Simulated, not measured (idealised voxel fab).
Process module name: voxel air gaps
Xsec cut, 210 nm wide, square cell size 5 nm.
Throughout this document, each cross-section is represented as a grid of square cells and is presented as a sequence of bands enumerated from the top downward, where a band comprises one or more rows of cells. Band entry format. Leading values: height of top, height of bottom, nm. Remainder: materials in left-to-right order, each with its width in nm. Special words: "everywhere" on a single material, which then fills the band edge to edge; "empty", empty space. For the purposes of this specification, 0 denotes the height below which the wafer in its as-received condition is composed wholly of one material, and the lowermost band, lacking a lower limit, extends downward without end, as expressed in "0 and below". Read "30 to 40" as a graded width: first number on top, second number at the bottom, same change between each pair of neighbouring rows. Basically "everything unchanged" means that step didn't change any cell in the cross-section. Look at "Internal closed voids" for the closed voids: empty spaces with no open path to the top, sized 8 cells or up. Each is width x height at distance, distance from the left edge, all nm. If you see something after the settings on a step's line, that's the simulator's own remark about that step. What "overlay nm" on a step's line means: if the step has a mask, that mask lay this far to the right of its planned place, or, when the value is negative, to the left. Each pair of cross-sections that follows straddles one process step: the one shows the state before the step, the other the state after it, down to the lowest band that changed and no further. The step in question, and its settings, are given under the pair. Note that a pair is not necessarily a continuation of the pair above it, since pairs can come from different runs of this module on the same starting wafer; it is a continuation only where its entry headed "Prior to step" says so.

[Prior to step]
* 60 down to 50: 40 empty, 35 Ru, 10 empty, 35 Ru, 10 empty, 35 Ru, 45 empty
* 50 down to 20: 50 empty, 5 TiN, 5 W, 5 TiN, 30 empty, 5 TiN, 5 W, 5 TiN, 30 empty, 5 TiN, 5 W, 5 TiN, 55 empty
* 20 down to 15: 50 empty, 15 TiN, 30 empty, 15 TiN, 30 empty, 15 TiN, 55 empty
* 15 down to 10: SiCN everywhere
* 10 down to 0: SiO2 everywhere
* 0 and below: Si everywhere
* Internal closed voids: none

[Post-Step Appearance]
* 65 down to 60: 35 empty, 135 TiN, 40 empty
* 60 down to 50: 35 empty, 5 TiN, 35 Ru, 10 TiN, 35 Ru, 10 TiN, 35 Ru, 5 TiN, 40 empty
* 50 down to 45: 35 empty, 20 TiN, 5 W, 40 TiN, 5 W, 40 TiN, 5 W, 20 TiN, 40 empty
* 45 down to 20: 45 empty, 10 TiN, 5 W, 10 TiN, 20 empty, 10 TiN, 5 W, 10 TiN, 20 empty, 10 TiN, 5 W, 10 TiN, 50 empty
* 20 down to 15: TiN everywhere
* below 15: unchanged
* Internal closed voids: 20 x 25 at 70; 20 x 25 at 115
Process step bridging the above cross-sections: op CONFORMAL_DEP | material TiN | thk nm 5

[Prior to step]
* 65 down to 50: aC everywhere
* 50 down to 15: lowk everywhere
* 15 down to 10: SiCN everywhere
* 10 down to 0: SiO2 everywhere
* 0 and below: Si everywhere
* Internal closed voids: none

[Post-Step Appearance]
* 100 down to 65: 50 empty, 15 resist, 30 empty, 15 resist, 30 empty, 15 resist, 55 empty
* below 65: unchanged
* Internal closed voids: none
Process step bridging the above cross-sections: op PATTERN | tone cover | mask id LINES | material resist | width nm 15 | pitch nm 45 | thk nm 35 | overlay nm 0

Prior to step: refer to the pair immediately above; the cross-section shown after its step is the state before this one.

[Post-Step Appearance]
* 85 down to 65: 50 empty, 15 resist, 30 empty, 15 resist, 30 empty, 15 resist, 55 empty
* 65 down to 50: 50 empty, 15 aC, 30 empty, 15 aC, 30 empty, 15 aC, 55 empty
* below 50: unchanged
* Internal closed voids: none
Process step bridging the above cross-sections: op DIRECTIONAL_ETCH | etch materials aC | depth nm 15

Prior to step: refer to the pair immediately above; the cross-section shown after its step is the state before this one.

[Post-Step Appearance]
* 65 down to 50: 50 empty, 15 aC, 30 empty, 15 aC, 30 empty, 15 aC, 55 empty
* below 50: unchanged
* Internal closed voids: none
Process step bridging the above cross-sections: op STRIP | etch materials resist

Prior to step: refer to the pair immediately above; the cross-section shown after its step is the state before this one.

[Post-Step Appearance]
* 65 down to 50: 50 empty, 15 aC, 30 empty, 15 aC, 30 empty, 15 aC, 55 empty
* 50 down to 15: 50 empty, 15 lowk, 30 empty, 15 lowk, 30 empty, 15 lowk, 55 empty
* below 15: unchanged
* Internal closed voids: none
Process step bridging the above cross-sections: op DIRECTIONAL_ETCH | etch materials lowk | depth nm 35

Prior to step: refer to the pair immediately above; the cross-section shown after its step is the state before this one.

[Post-Step Appearance]
* 50 down to 15: 50 empty, 15 lowk, 30 empty, 15 lowk, 30 empty, 15 lowk, 55 empty
* below 15: unchanged
* Internal closed voids: none
Process step bridging the above cross-sections: op STRIP | etch materials aC

Prior to step: refer to the pair immediately above; the cross-section shown after its step is the state before this one.

[Post-Step Appearance]
* 55 down to 50: 45 empty, 25 TiN, 20 empty, 25 TiN, 20 empty, 25 TiN, 50 empty
* 50 down to 20: 45 empty, 5 TiN, 15 lowk, 5 TiN, 20 empty, 5 TiN, 15 lowk, 5 TiN, 20 empty, 5 TiN, 15 lowk, 5 TiN, 50 empty
* 20 down to 15: 50 TiN, 15 lowk, 30 TiN, 15 lowk, 30 TiN, 15 lowk, 55 TiN
* below 15: unchanged
* Internal closed voids: none
Process step bridging the above cross-sections: op CONFORMAL_DEP | material TiN | thk nm 5

Prior to step: refer to the pair immediately above; the cross-section shown after its step is the state before this one.

[Post-Step Appearance]
* 65 down to 55: W everywhere
* 55 down to 50: 45 W, 25 TiN, 20 W, 25 TiN, 20 W, 25 TiN, 50 W
* 50 down to 20: 45 W, 5 TiN, 15 lowk, 5 TiN, 20 W, 5 TiN, 15 lowk, 5 TiN, 20 W, 5 TiN, 15 lowk, 5 TiN, 50 W
* below 20: unchanged
* Internal closed voids: none
Process step bridging the above cross-sections: op FILL_DEP | material W | thk nm 10

Prior to step: refer to the pair immediately above; the cross-section shown after its step is the state before this one.

[Post-Step Appearance]
* 50 down to 20: 45 W, 5 TiN, 15 lowk, 5 TiN, 20 W, 5 TiN, 15 lowk, 5 TiN, 20 W, 5 TiN, 15 lowk, 5 TiN, 50 W
* below 20: unchanged
* Internal closed voids: none
Process step bridging the above cross-sections: op CMP | height nm 50

Prior to step: refer to the pair immediately above; the cross-section shown after its step is the state before this one.

[Post-Step Appearance]
* 60 down to 50: Ru everywhere
* below 50: unchanged
* Internal closed voids: none
Process step bridging the above cross-sections: op EPI | material Ru | thk nm 10

Prior to step: refer to the pair immediately above; the cross-section shown after its step is the state before this one.

[Post-Step Appearance]
* 65 down to 60: SiCN everywhere
* below 60: unchanged
* Internal closed voids: none
Process step bridging the above cross-sections: op CONFORMAL_DEP | material SiCN | thk nm 5
